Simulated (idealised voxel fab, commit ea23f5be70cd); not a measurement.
process module | voxel gate over fins
cross-section cut | 275 nm wide | cells 5 nm
A cross-section is a grid of square cells, given in bands from the top down. A band is one or more rows of cells.
Each band's line starts with the height of the band's top and of its bottom, in nm. Then come its materials from left to right, each with its width in nm. One material with "throughout" fills the band from edge to edge. "air" is empty space.
Height 0 is the level under which the wafer as received is all one material. The lowest band goes on downwards, as in "0 down".
A width such as "30 to 40" changes by the same amount from each row of cells to the next, from the band's top row to its bottom row.
"no change" after a step means that no cell of the cross-section changed.
closed voids: empty space of 8 cells or more with no open way to the top, each as width x height at its distance from the left edge, in nm
after a step's settings: what the simulator itself notes on the step
overlay nm, on a step with a mask: how far to the right of its planned place the mask lay; to the left if negative
plan
1 op RECEIVE | material Si
2 op CONFORMAL_DEP | material SiN | thk nm 10
3 op DIRECTIONAL_DEP | material aC | thk nm 10
4 op PATTERN | tone cover | mask id FINS | material resist | width nm 15 | pitch nm 55 | thk nm 25 | overlay nm 0
5 op DIRECTIONAL_ETCH | etch materials aC | depth nm 10
6 op STRIP | etch materials resist
7 op DIRECTIONAL_ETCH | etch materials SiN | depth nm 10
8 op DIRECTIONAL_ETCH | etch materials Si | depth nm 40
9 op STRIP | etch materials aC
10 op OXIDIZE | depth nm 5
11 op FILL_DEP | material SiO2 | thk nm 5
12 op CMP | height nm 10
13 op PATTERN | tone open | mask id RAIL | material resist | width nm 15 | thk nm 15 | overlay nm 0
14 op DIRECTIONAL_ETCH | etch materials SiO2 | depth nm 45
15 op STRIP | etch materials resist
16 op CONFORMAL_DEP | material TiN | thk nm 5
17 op FILL_DEP | material W | thk nm 10
18 op CMP | height nm 10
19 op SELECTIVE_ETCH | etch materials W Ru TiN | depth nm 30
20 op FILL_DEP | material SiO2 | thk nm 5
21 op CMP | height nm 10
22 op SELECTIVE_ETCH | etch materials SiO2 | depth nm 25
23 op STRIP | etch materials SiN
24 op CONFORMAL_DEP | material HfO2 | thk nm 5
25 op CONFORMAL_DEP | material TiN | thk nm 5
26 op CONFORMAL_DEP | material TiAl | thk nm 5
27 op CONFORMAL_DEP | material TiN | thk nm 5
28 op FILL_DEP | material W | thk nm 10
29 op CMP | height nm 25
30 op CONFORMAL_DEP | material SiN | thk nm 5
first wafer, as planned
as received, after step 1
  0 down: Si throughout
  closed voids: none
after step 2
  10 to 0: SiN throughout
  below 0: unchanged
after step 3
  20 to 10: aC throughout
  below 10: unchanged
after step 4
  45 to 20: air 75 | resist 15 | air 40 | resist 15 | air 40 | resist 15 | air 75
  below 20: unchanged
after step 5
  35 to 20: air 75 | resist 15 | air 40 | resist 15 | air 40 | resist 15 | air 75
  20 to 10: air 75 | aC 15 | air 40 | aC 15 | air 40 | aC 15 | air 75
  below 10: unchanged
after step 6
  20 to 10: air 75 | aC 15 | air 40 | aC 15 | air 40 | aC 15 | air 75
  below 10: unchanged
after step 7
  20 to 10: air 75 | aC 15 | air 40 | aC 15 | air 40 | aC 15 | air 75
  10 to 0: air 75 | SiN 15 | air 40 | SiN 15 | air 40 | SiN 15 | air 75
  below 0: unchanged
after step 8
  20 to 10: air 75 | aC 15 | air 40 | aC 15 | air 40 | aC 15 | air 75
  10 to 0: air 75 | SiN 15 | air 40 | SiN 15 | air 40 | SiN 15 | air 75
  0 to -40: air 75 | Si 15 | air 40 | Si 15 | air 40 | Si 15 | air 75
  below -40: unchanged
after step 9
  10 to 0: air 75 | SiN 15 | air 40 | SiN 15 | air 40 | SiN 15 | air 75
  below 0: unchanged
after step 10
  10 to 0: air 75 | SiN 15 | air 40 | SiN 15 | air 40 | SiN 15 | air 75
  0 to -40: air 75 | SiO2 5 | Si 5 | SiO2 5 | air 40 | SiO2 5 | Si 5 | SiO2 5 | air 40 | SiO2 5 | Si 5 | SiO2 5 | air 75
  -40 to -45: SiO2 80 | Si 5 | SiO2 50 | Si 5 | SiO2 50 | Si 5 | SiO2 80
  below -45: unchanged
after step 11
  15 to 10: SiO2 throughout
  10 to 0: SiO2 75 | SiN 15 | SiO2 40 | SiN 15 | SiO2 40 | SiN 15 | SiO2 75
  0 to -45: SiO2 80 | Si 5 | SiO2 50 | Si 5 | SiO2 50 | Si 5 | SiO2 80
  below -45: unchanged
after step 12
  10 to 0: SiO2 75 | SiN 15 | SiO2 40 | SiN 15 | SiO2 40 | SiN 15 | SiO2 75
  below 0: unchanged
after step 13
  25 to 10: resist 100 | air 15 | resist 160
  below 10: unchanged
after step 14
  25 to 10: resist 100 | air 15 | resist 160
  10 to 0: SiO2 75 | SiN 15 | SiO2 10 | air 15 | SiO2 15 | SiN 15 | SiO2 40 | SiN 15 | SiO2 75
  0 to -35: SiO2 80 | Si 5 | SiO2 15 | air 15 | SiO2 20 | Si 5 | SiO2 50 | Si 5 | SiO2 80
  below -35: unchanged
after step 15
  10 to 0: SiO2 75 | SiN 15 | SiO2 10 | air 15 | SiO2 15 | SiN 15 | SiO2 40 | SiN 15 | SiO2 75
  below 0: unchanged
after step 16
  15 to 10: TiN 105 | air 5 | TiN 165
  10 to 0: SiO2 75 | SiN 15 | SiO2 10 | TiN 5 | air 5 | TiN 5 | SiO2 15 | SiN 15 | SiO2 40 | SiN 15 | SiO2 75
  0 to -30: SiO2 80 | Si 5 | SiO2 15 | TiN 5 | air 5 | TiN 5 | SiO2 20 | Si 5 | SiO2 50 | Si 5 | SiO2 80
  -30 to -35: SiO2 80 | Si 5 | SiO2 15 | TiN 15 | SiO2 20 | Si 5 | SiO2 50 | Si 5 | SiO2 80
  below -35: unchanged
after step 17
  25 to 15: W throughout
  15 to 10: TiN 105 | W 5 | TiN 165
  10 to 0: SiO2 75 | SiN 15 | SiO2 10 | TiN 5 | W 5 | TiN 5 | SiO2 15 | SiN 15 | SiO2 40 | SiN 15 | SiO2 75
  0 to -30: SiO2 80 | Si 5 | SiO2 15 | TiN 5 | W 5 | TiN 5 | SiO2 20 | Si 5 | SiO2 50 | Si 5 | SiO2 80
  below -30: unchanged
after step 18
  10 to 0: SiO2 75 | SiN 15 | SiO2 10 | TiN 5 | W 5 | TiN 5 | SiO2 15 | SiN 15 | SiO2 40 | SiN 15 | SiO2 75
  below 0: unchanged
after step 19
  10 to 0: SiO2 75 | SiN 15 | SiO2 10 | air 15 | SiO2 15 | SiN 15 | SiO2 40 | SiN 15 | SiO2 75
  0 to -20: SiO2 80 | Si 5 | SiO2 15 | air 15 | SiO2 20 | Si 5 | SiO2 50 | Si 5 | SiO2 80
  below -20: unchanged
after step 20
  15 to 10: SiO2 throughout
  10 to 0: SiO2 75 | SiN 15 | SiO2 40 | SiN 15 | SiO2 40 | SiN 15 | SiO2 75
  0 to -20: SiO2 80 | Si 5 | SiO2 50 | Si 5 | SiO2 50 | Si 5 | SiO2 80
  below -20: unchanged
after step 21
  10 to 0: SiO2 75 | SiN 15 | SiO2 40 | SiN 15 | SiO2 40 | SiN 15 | SiO2 75
  below 0: unchanged
after step 22
  10 to 0: air 75 | SiN 15 | air 40 | SiN 15 | air 40 | SiN 15 | air 75
  0 to -15: air 80 | Si 5 | air 50 | Si 5 | air 50 | Si 5 | air 80
  below -15: unchanged
after step 23
  0 to -15: air 80 | Si 5 | air 50 | Si 5 | air 50 | Si 5 | air 80
  below -15: unchanged
after step 24
  5 to 0: air 75 | HfO2 15 | air 40 | HfO2 15 | air 40 | HfO2 15 | air 75
  0 to -10: air 75 | HfO2 5 | Si 5 | HfO2 5 | air 40 | HfO2 5 | Si 5 | HfO2 5 | air 40 | HfO2 5 | Si 5 | HfO2 5 | air 75
  -10 to -15: HfO2 80 | Si 5 | HfO2 50 | Si 5 | HfO2 50 | Si 5 | HfO2 80
  below -15: unchanged
after step 25
  10 to 5: air 70 | TiN 25 | air 30 | TiN 25 | air 30 | TiN 25 | air 70
  5 to 0: air 70 | TiN 5 | HfO2 15 | TiN 5 | air 30 | TiN 5 | HfO2 15 | TiN 5 | air 30 | TiN 5 | HfO2 15 | TiN 5 | air 70
  0 to -5: air 70 | TiN 5 | HfO2 5 | Si 5 | HfO2 5 | TiN 5 | air 30 | TiN 5 | HfO2 5 | Si 5 | HfO2 5 | TiN 5 | air 30 | TiN 5 | HfO2 5 | Si 5 | HfO2 5 | TiN 5 | air 70
  -5 to -10: TiN 75 | HfO2 5 | Si 5 | HfO2 5 | TiN 40 | HfO2 5 | Si 5 | HfO2 5 | TiN 40 | HfO2 5 | Si 5 | HfO2 5 | TiN 75
  below -10: unchanged
after step 26
  15 to 10: air 65 | TiAl 35 | air 20 | TiAl 35 | air 20 | TiAl 35 | air 65
  10 to 5: air 65 | TiAl 5 | TiN 25 | TiAl 5 | air 20 | TiAl 5 | TiN 25 | TiAl 5 | air 20 | TiAl 5 | TiN 25 | TiAl 5 | air 65
  5 to 0: air 65 | TiAl 5 | TiN 5 | HfO2 15 | TiN 5 | TiAl 5 | air 20 | TiAl 5 | TiN 5 | HfO2 15 | TiN 5 | TiAl 5 | air 20 | TiAl 5 | TiN 5 | HfO2 15 | TiN 5 | TiAl 5 | air 65
  0 to -5: TiAl 70 | TiN 5 | HfO2 5 | Si 5 | HfO2 5 | TiN 5 | TiAl 30 | TiN 5 | HfO2 5 | Si 5 | HfO2 5 | TiN 5 | TiAl 30 | TiN 5 | HfO2 5 | Si 5 | HfO2 5 | TiN 5 | TiAl 70
  below -5: unchanged
after step 27
  20 to 15: air 60 | TiN 45 | air 10 | TiN 45 | air 10 | TiN 45 | air 60
  15 to 10: air 60 | TiN 5 | TiAl 35 | TiN 5 | air 10 | TiN 5 | TiAl 35 | TiN 5 | air 10 | TiN 5 | TiAl 35 | TiN 5 | air 60
  10 to 5: air 60 | TiN 5 | TiAl 5 | TiN 25 | TiAl 5 | TiN 5 | air 10 | TiN 5 | TiAl 5 | TiN 25 | TiAl 5 | TiN 5 | air 10 | TiN 5 | TiAl 5 | TiN 25 | TiAl 5 | TiN 5 | air 60
  5 to 0: TiN 65 | TiAl 5 | TiN 5 | HfO2 15 | TiN 5 | TiAl 5 | TiN 20 | TiAl 5 | TiN 5 | HfO2 15 | TiN 5 | TiAl 5 | TiN 20 | TiAl 5 | TiN 5 | HfO2 15 | TiN 5 | TiAl 5 | TiN 65
  below 0: unchanged
after step 28
  30 to 20: W throughout
  20 to 15: W 60 | TiN 45 | W 10 | TiN 45 | W 10 | TiN 45 | W 60
  15 to 10: W 60 | TiN 5 | TiAl 35 | TiN 5 | W 10 | TiN 5 | TiAl 35 | TiN 5 | W 10 | TiN 5 | TiAl 35 | TiN 5 | W 60
  10 to 5: W 60 | TiN 5 | TiAl 5 | TiN 25 | TiAl 5 | TiN 5 | W 10 | TiN 5 | TiAl 5 | TiN 25 | TiAl 5 | TiN 5 | W 10 | TiN 5 | TiAl 5 | TiN 25 | TiAl 5 | TiN 5 | W 60
  below 5: unchanged
after step 29
  25 to 20: W throughout
  below 20: unchanged
after step 30
  30 to 25: SiN throughout
  below 25: unchanged
second wafer: like start, like plan, one mistake. Through step 3 it matches the first wafer
when step 4 should have ended
  45 to 20: air 75 | resist 20 | air 35 | resist 20 | air 35 | resist 20 | air 70
  below 20: unchanged
when step 5 should have ended
  35 to 20: air 75 | resist 20 | air 35 | resist 20 | air 35 | resist 20 | air 70
  20 to 10: air 75 | aC 20 | air 35 | aC 20 | air 35 | aC 20 | air 70
  below 10: unchanged
when step 6 should have ended
  20 to 10: air 75 | aC 20 | air 35 | aC 20 | air 35 | aC 20 | air 70
  below 10: unchanged
when step 7 should have ended
  20 to 10: air 75 | aC 20 | air 35 | aC 20 | air 35 | aC 20 | air 70
  10 to 0: air 75 | SiN 20 | air 35 | SiN 20 | air 35 | SiN 20 | air 70
  below 0: unchanged
when step 8 should have ended
  20 to 10: air 75 | aC 20 | air 35 | aC 20 | air 35 | aC 20 | air 70
  10 to 0: air 75 | SiN 20 | air 35 | SiN 20 | air 35 | SiN 20 | air 70
  0 to -40: air 75 | Si 20 | air 35 | Si 20 | air 35 | Si 20 | air 70
  below -40: unchanged
when step 9 should have ended
  10 to 0: air 75 | SiN 20 | air 35 | SiN 20 | air 35 | SiN 20 | air 70
  below 0: unchanged
when step 10 should have ended
  10 to 0: air 75 | SiN 20 | air 35 | SiN 20 | air 35 | SiN 20 | air 70
  0 to -40: air 75 | SiO2 5 | Si 10 | SiO2 5 | air 35 | SiO2 5 | Si 10 | SiO2 5 | air 35 | SiO2 5 | Si 10 | SiO2 5 | air 70
  -40 to -45: SiO2 80 | Si 10 | SiO2 45 | Si 10 | SiO2 45 | Si 10 | SiO2 75
  below -45: unchanged
when step 11 should have ended
  15 to 10: SiO2 throughout
  10 to 0: SiO2 75 | SiN 20 | SiO2 35 | SiN 20 | SiO2 35 | SiN 20 | SiO2 70
  0 to -45: SiO2 80 | Si 10 | SiO2 45 | Si 10 | SiO2 45 | Si 10 | SiO2 75
  below -45: unchanged
when step 12 should have ended
  10 to 0: SiO2 75 | SiN 20 | SiO2 35 | SiN 20 | SiO2 35 | SiN 20 | SiO2 70
  below 0: unchanged
when step 13 should have ended
  25 to 10: resist 100 | air 15 | resist 160
  below 10: unchanged
when step 14 should have ended
  25 to 10: resist 100 | air 15 | resist 160
  10 to 0: SiO2 75 | SiN 20 | SiO2 5 | air 15 | SiO2 15 | SiN 20 | SiO2 35 | SiN 20 | SiO2 70
  0 to -35: SiO2 80 | Si 10 | SiO2 10 | air 15 | SiO2 20 | Si 10 | SiO2 45 | Si 10 | SiO2 75
  below -35: unchanged
when step 15 should have ended
  10 to 0: SiO2 75 | SiN 20 | SiO2 5 | air 15 | SiO2 15 | SiN 20 | SiO2 35 | SiN 20 | SiO2 70
  below 0: unchanged
when step 16 should have ended
  15 to 10: TiN 105 | air 5 | TiN 165
  10 to 0: SiO2 75 | SiN 20 | SiO2 5 | TiN 5 | air 5 | TiN 5 | SiO2 15 | SiN 20 | SiO2 35 | SiN 20 | SiO2 70
  0 to -30: SiO2 80 | Si 10 | SiO2 10 | TiN 5 | air 5 | TiN 5 | SiO2 20 | Si 10 | SiO2 45 | Si 10 | SiO2 75
  -30 to -35: SiO2 80 | Si 10 | SiO2 10 | TiN 15 | SiO2 20 | Si 10 | SiO2 45 | Si 10 | SiO2 75
  below -35: unchanged
when step 17 should have ended
  25 to 15: W throughout
  15 to 10: TiN 105 | W 5 | TiN 165
  10 to 0: SiO2 75 | SiN 20 | SiO2 5 | TiN 5 | W 5 | TiN 5 | SiO2 15 | SiN 20 | SiO2 35 | SiN 20 | SiO2 70
  0 to -30: SiO2 80 | Si 10 | SiO2 10 | TiN 5 | W 5 | TiN 5 | SiO2 20 | Si 10 | SiO2 45 | Si 10 | SiO2 75
  below -30: unchanged
when step 18 should have ended
  10 to 0: SiO2 75 | SiN 20 | SiO2 5 | TiN 5 | W 5 | TiN 5 | SiO2 15 | SiN 20 | SiO2 35 | SiN 20 | SiO2 70
  below 0: unchanged
when step 19 should have ended
  10 to 0: SiO2 75 | SiN 20 | SiO2 5 | air 15 | SiO2 15 | SiN 20 | SiO2 35 | SiN 20 | SiO2 70
  0 to -20: SiO2 80 | Si 10 | SiO2 10 | air 15 | SiO2 20 | Si 10 | SiO2 45 | Si 10 | SiO2 75
  below -20: unchanged
when step 20 should have ended
  15 to 10: SiO2 throughout
  10 to 0: SiO2 75 | SiN 20 | SiO2 35 | SiN 20 | SiO2 35 | SiN 20 | SiO2 70
  0 to -20: SiO2 80 | Si 10 | SiO2 45 | Si 10 | SiO2 45 | Si 10 | SiO2 75
  below -20: unchanged
when step 21 should have ended
  10 to 0: SiO2 75 | SiN 20 | SiO2 35 | SiN 20 | SiO2 35 | SiN 20 | SiO2 70
  below 0: unchanged
when step 22 should have ended
  10 to 0: air 75 | SiN 20 | air 35 | SiN 20 | air 35 | SiN 20 | air 70
  0 to -15: air 80 | Si 10 | air 45 | Si 10 | air 45 | Si 10 | air 75
  below -15: unchanged
when step 23 should have ended
  0 to -15: air 80 | Si 10 | air 45 | Si 10 | air 45 | Si 10 | air 75
  below -15: unchanged
when step 24 should have ended
  5 to 0: air 75 | HfO2 20 | air 35 | HfO2 20 | air 35 | HfO2 20 | air 70
  0 to -10: air 75 | HfO2 5 | Si 10 | HfO2 5 | air 35 | HfO2 5 | Si 10 | HfO2 5 | air 35 | HfO2 5 | Si 10 | HfO2 5 | air 70
  -10 to -15: HfO2 80 | Si 10 | HfO2 45 | Si 10 | HfO2 45 | Si 10 | HfO2 75
  below -15: unchanged
when step 25 should have ended
  10 to 5: air 70 | TiN 30 | air 25 | TiN 30 | air 25 | TiN 30 | air 65
  5 to 0: air 70 | TiN 5 | HfO2 20 | TiN 5 | air 25 | TiN 5 | HfO2 20 | TiN 5 | air 25 | TiN 5 | HfO2 20 | TiN 5 | air 65
  0 to -5: air 70 | TiN 5 | HfO2 5 | Si 10 | HfO2 5 | TiN 5 | air 25 | TiN 5 | HfO2 5 | Si 10 | HfO2 5 | TiN 5 | air 25 | TiN 5 | HfO2 5 | Si 10 | HfO2 5 | TiN 5 | air 65
  -5 to -10: TiN 75 | HfO2 5 | Si 10 | HfO2 5 | TiN 35 | HfO2 5 | Si 10 | HfO2 5 | TiN 35 | HfO2 5 | Si 10 | HfO2 5 | TiN 70
  below -10: unchanged
when step 26 should have ended
  15 to 10: air 65 | TiAl 40 | air 15 | TiAl 40 | air 15 | TiAl 40 | air 60
  10 to 5: air 65 | TiAl 5 | TiN 30 | TiAl 5 | air 15 | TiAl 5 | TiN 30 | TiAl 5 | air 15 | TiAl 5 | TiN 30 | TiAl 5 | air 60
  5 to 0: air 65 | TiAl 5 | TiN 5 | HfO2 20 | TiN 5 | TiAl 5 | air 15 | TiAl 5 | TiN 5 | HfO2 20 | TiN 5 | TiAl 5 | air 15 | TiAl 5 | TiN 5 | HfO2 20 | TiN 5 | TiAl 5 | air 60
  0 to -5: TiAl 70 | TiN 5 | HfO2 5 | Si 10 | HfO2 5 | TiN 5 | TiAl 25 | TiN 5 | HfO2 5 | Si 10 | HfO2 5 | TiN 5 | TiAl 25 | TiN 5 | HfO2 5 | Si 10 | HfO2 5 | TiN 5 | TiAl 65
  below -5: unchanged
when step 27 should have ended
  20 to 15: air 60 | TiN 50 | air 5 | TiN 50 | air 5 | TiN 50 | air 55
  15 to 10: air 60 | TiN 5 | TiAl 40 | TiN 5 | air 5 | TiN 5 | TiAl 40 | TiN 5 | air 5 | TiN 5 | TiAl 40 | TiN 5 | air 55
  10 to 5: air 60 | TiN 5 | TiAl 5 | TiN 30 | TiAl 5 | TiN 5 | air 5 | TiN 5 | TiAl 5 | TiN 30 | TiAl 5 | TiN 5 | air 5 | TiN 5 | TiAl 5 | TiN 30 | TiAl 5 | TiN 5 | air 55
  5 to 0: TiN 65 | TiAl 5 | TiN 5 | HfO2 20 | TiN 5 | TiAl 5 | TiN 15 | TiAl 5 | TiN 5 | HfO2 20 | TiN 5 | TiAl 5 | TiN 15 | TiAl 5 | TiN 5 | HfO2 20 | TiN 5 | TiAl 5 | TiN 60
  below 0: unchanged
when step 28 should have ended
  30 to 20: W throughout
  20 to 15: W 60 | TiN 50 | W 5 | TiN 50 | W 5 | TiN 50 | W 55
  15 to 10: W 60 | TiN 5 | TiAl 40 | TiN 5 | W 5 | TiN 5 | TiAl 40 | TiN 5 | W 5 | TiN 5 | TiAl 40 | TiN 5 | W 55
  10 to 5: W 60 | TiN 5 | TiAl 5 | TiN 30 | TiAl 5 | TiN 5 | W 5 | TiN 5 | TiAl 5 | TiN 30 | TiAl 5 | TiN 5 | W 5 | TiN 5 | TiAl 5 | TiN 30 | TiAl 5 | TiN 5 | W 55
  below 5: unchanged
when step 29 should have ended
  25 to 20: W throughout
  below 20: unchanged
when step 30 should have ended
  30 to 25: SiN throughout
  below 25: unchanged
what went wrong: step 4 ran as: op PATTERN | tone cover | mask id FINS | material resist | width nm 20 | pitch nm 55 | thk nm 25 | overlay nm 0
at the end the second wafer has, in cells: 27 more of Si | 18 fewer of SiO2 | 9 fewer of W
